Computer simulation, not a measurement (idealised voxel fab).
The document below concerns the process module designated voxel capacitor over wiring.
The figure presents cross-section cut, which has a width of 150 nm and is divided into square cells with an edge length of 5 nm.
Cross-section, as written here: a square-cell grid given band by band from the top down, where a band holds one or more rows of cells.
Quick guide to a band line: top height, bottom height (nm) up front; then every material left to right with its width in nm. Only one material and it's marked "edge to edge"? Then it fills the band edge to edge. And "empty" just means empty space.
The level at which height equals 0 is the one under which the wafer, as it arrives, is entirely one material. No lower edge exists for the bottom band, which continues downward and is notated as in "z 0 and below".
Think of "30..40" as a width that walks from the first number to the second as you go down the band, top row to bottom row, taking equal-sized steps from row to row.
"nothing different" -> step changed no cross-section cell.
For the entry "Catalogued sealed voids", the listed items are empty spaces with no open way to the top whose size is 8 cells or more; each item follows the pattern width x height at distance, where distance is from the left edge and all three are in nm.
Where a step's line continues beyond its settings, the continuation is a remark by the simulator itself on that step.
overlay nm: mask right of planned place by this much (step with mask). Neg. = left.
-- Planned process steps
step 1: RECEIVE: material Si
step 2: CONFORMAL_DEP: material SiO2, thk nm 10
step 3: DIRECTIONAL_DEP: material TiN, thk nm 5
step 4: DIRECTIONAL_DEP: material W, thk nm 15
step 5: MASKED_ETCH: tone cover, mask id METAL_1, width nm 30, pitch nm 90, etch materials W, depth nm 15, overlay nm 0
step 6: MASKED_ETCH: tone cover, mask id METAL_1, width nm 30, pitch nm 90, etch materials TiN, depth nm 5, overlay nm 0
step 7: CONFORMAL_DEP: material SiN, thk nm 5
step 8: FILL_DEP: material SiO2, thk nm 5
step 9: CMP: height nm 30
step 10: CONFORMAL_DEP: material SiCN, thk nm 5
step 11: DIRECTIONAL_DEP: material SiO2, thk nm 10
step 12: MASKED_ETCH: tone open, mask id PLUG_1, width nm 15, etch materials SiO2, depth nm 10, overlay nm 0
step 13: MASKED_ETCH: tone open, mask id PLUG_1, width nm 15, etch materials SiCN, depth nm 5, overlay nm 0
step 14: EPI: material Ru, thk nm 10
step 15: EPI: material Ru, thk nm 5
step 16: DIRECTIONAL_DEP: material TiN, thk nm 5
step 17: DIRECTIONAL_DEP: material Al2O3, thk nm 5
step 18: DIRECTIONAL_DEP: material TiN, thk nm 10
step 19: DIRECTIONAL_DEP: material aC, thk nm 10
step 20: PATTERN: tone cover, mask id UPPER_PLATE, material resist, width nm 65, thk nm 30, overlay nm 0
step 21: DIRECTIONAL_ETCH: etch materials aC, depth nm 10
step 22: STRIP: etch materials resist
step 23: DIRECTIONAL_ETCH: etch materials TiN, depth nm 10
step 24: DIRECTIONAL_ETCH: etch materials Al2O3, depth nm 5
step 25: STRIP: etch materials aC
step 26: DIRECTIONAL_DEP: material aC, thk nm 10
step 27: PATTERN: tone cover, mask id LOWER_PLATE, material resist, width nm 75, thk nm 30, overlay nm 0
step 28: DIRECTIONAL_ETCH: etch materials aC, depth nm 10
step 29: STRIP: etch materials resist
step 30: DIRECTIONAL_ETCH: etch materials TiN, depth nm 5
step 31: STRIP: etch materials aC
step 32: FILL_DEP: material SiO2, thk nm 20
step 33: CMP: height nm 80
step 34: MASKED_ETCH: tone open, mask id PLUG_2, width nm 15, etch materials SiO2, depth nm 15, overlay nm 0
step 35: CONFORMAL_DEP: material TiN, thk nm 5
step 36: FILL_DEP: material W, thk nm 5
step 37: CMP: height nm 80
step 38: CONFORMAL_DEP: material SiN, thk nm 5
-- Wafer cross-section on receipt, i.e. after step 1
> z 0 and below  Si edge to edge
> Catalogued sealed voids: none
-- The first of two wafers, cross-sectioned at the end of the module, with the run proceeding as planned
> z 85 to 80  SiN edge to edge
> z 80 to 70  40 of SiO2 / 5 of TiN / 5 of W / 5 of TiN / 95 of SiO2
> z 70 to 65  40 of SiO2 / 15 of TiN / 95 of SiO2
> z 65 to 55  30 of SiO2 / 65 of TiN / 55 of SiO2
> z 55 to 50  30 of SiO2 / 65 of Al2O3 / 55 of SiO2
> z 50 to 45  25 of SiO2 / 75 of TiN / 50 of SiO2
> z 45 to 35  30 of SiO2 / 15 of Ru / 105 of SiO2
> z 35 to 30  30 of SiCN / 15 of Ru / 105 of SiCN
> z 30 to 15  10 of SiO2 / 5 of SiN / 30 of W / 5 of SiN / 50 of SiO2 / 5 of SiN / 30 of W / 5 of SiN / 10 of SiO2
> z 15 to 10  15 of SiN / 30 of TiN / 60 of SiN / 30 of TiN / 15 of SiN
> z 10 to 0  SiO2 edge to edge
> z 0 and below  Si edge to edge
> Catalogued sealed voids: none
-- Wafer two, sectioned after the module: the first wafer's start, the first wafer's plan, and one mistake in how it was run
> z 85 to 80  SiN edge to edge
> z 80 to 70  40 of SiO2 / 5 of TiN / 5 of W / 5 of TiN / 95 of SiO2
> z 70 to 65  40 of SiO2 / 15 of TiN / 95 of SiO2
> z 65 to 55  45 of SiO2 / 50 of TiN / 55 of SiO2
> z 55 to 50  45 of SiO2 / 50 of Al2O3 / 55 of SiO2
> z 50 to 40  25..30 of SiO2 / 75..15 of TiN / 50..105 of SiO2
> z 40 to 35  30 of SiO2 / 15 of Al2O3 / 105 of SiO2
> z 35 to 30  30 of SiCN / 15 of TiN / 105 of SiCN
> z 30 to 25  SiO2 edge to edge
> z 25 to 20  10 of SiO2 / 40 of SiN / 50 of SiO2 / 40 of SiN / 10 of SiO2
> z 20 to 5  10 of SiO2 / 5 of SiN / 30 of W / 5 of SiN / 50 of SiO2 / 5 of SiN / 30 of W / 5 of SiN / 10 of SiO2
> z 5 to 0  15 of SiN / 30 of TiN / 60 of SiN / 30 of TiN / 15 of SiN
> z 0 and below  Si edge to edge
> Catalogued sealed voids: none
Diagnosis: the plan's step 2 was left out and never carried out
The second wafer ends with more or fewer cells of some materials than the first, per final count: -9 Ru; +16 SiN; -7 SiO2
